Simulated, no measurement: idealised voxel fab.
You're looking at the process module voxel released beams.
Cross-section cut: width 275 nm, square cells of 5 nm.
How to read a cross-section here: the picture is a grid of square cells, written as bands going from the top down, and any band can span one or more rows of cells.
In this notation a band is specified by the heights of its top and bottom, in that order and in nm, after which its materials appear from left to right, each paired with its width in nm. The word "all across" attached to a single material means that material fills the band from edge to edge; the word "air" stands for empty space.
Height reference: 0 = level under which incoming wafer is all one material. Lowest band: no bottom, runs on downward, e.g. "z 0 and below".
Width "30 to 40": first value at the band's top row of cells, second value at its bottom row, equal change from row to row.
When a step is marked "no modification", none of the cells in the cross-section changed during that step.
"Enclosed empty spaces": sealed empty spaces, 8 cells or more, no open way to top, listed width x height at distance, with distance from the left edge and width, height and distance in nm.
On each step's line, the part that comes after the settings is the simulator's own comment on the step.
overlay nm, on a step with a mask: how far to the right of its planned place the mask lay; to the left if negative
-- The planned process steps are enumerated hereunder
1: RECEIVE, material Si
2: CONFORMAL_DEP, material SiN, thk nm 5
3: DIRECTIONAL_DEP, material SiO2, thk nm 15
4: DIRECTIONAL_DEP, material aC, thk nm 15
5: PATTERN, tone open, mask id ANCHOR, material resist, width nm 35, thk nm 35, overlay nm 0
6: DIRECTIONAL_ETCH, etch materials aC, depth nm 15
7: STRIP, etch materials resist
8: DIRECTIONAL_ETCH, etch materials SiO2, depth nm 15
9: STRIP, etch materials aC
10: CONFORMAL_DEP, material W, thk nm 15
11: MASKED_ETCH, tone cover, mask id BEAM, width nm 90, etch materials W, depth nm 15, overlay nm 0
12: STRIP, etch materials SiO2
-- Received-state cross-section, reflecting completion of step 1
> z 0 and below: Si all across
> Enclosed empty spaces: none
-- The first of two wafers, cross-sectioned at the end of the module, with the run proceeding as planned
> z 35 to 20: air: 90, W: 20, air: 5, W: 65, air: 95
> z 20 to 5: air: 95, W: 35, air: 145
> z 5 to 0: SiN all across
> z 0 and below: Si all across
> Enclosed empty spaces: none
-- Cross-section at end of module for the second wafer of two, which matched the first in starting point and plan and differed by one mistake in its processing
> z 50 to 35: air: 90, W: 90, air: 95
> z 35 to 20: W all across
> z 20 to 5: SiO2: 95, W: 35, SiO2: 145
> z 5 to 0: SiN all across
> z 0 and below: Si all across
> Enclosed empty spaces: none
Deviation from plan: execution of plan step 10 occurred twice
The final cell counts differ between the wafers, with the second having more or fewer of some materials than the first: 144 more of SiO2 | 168 more of W
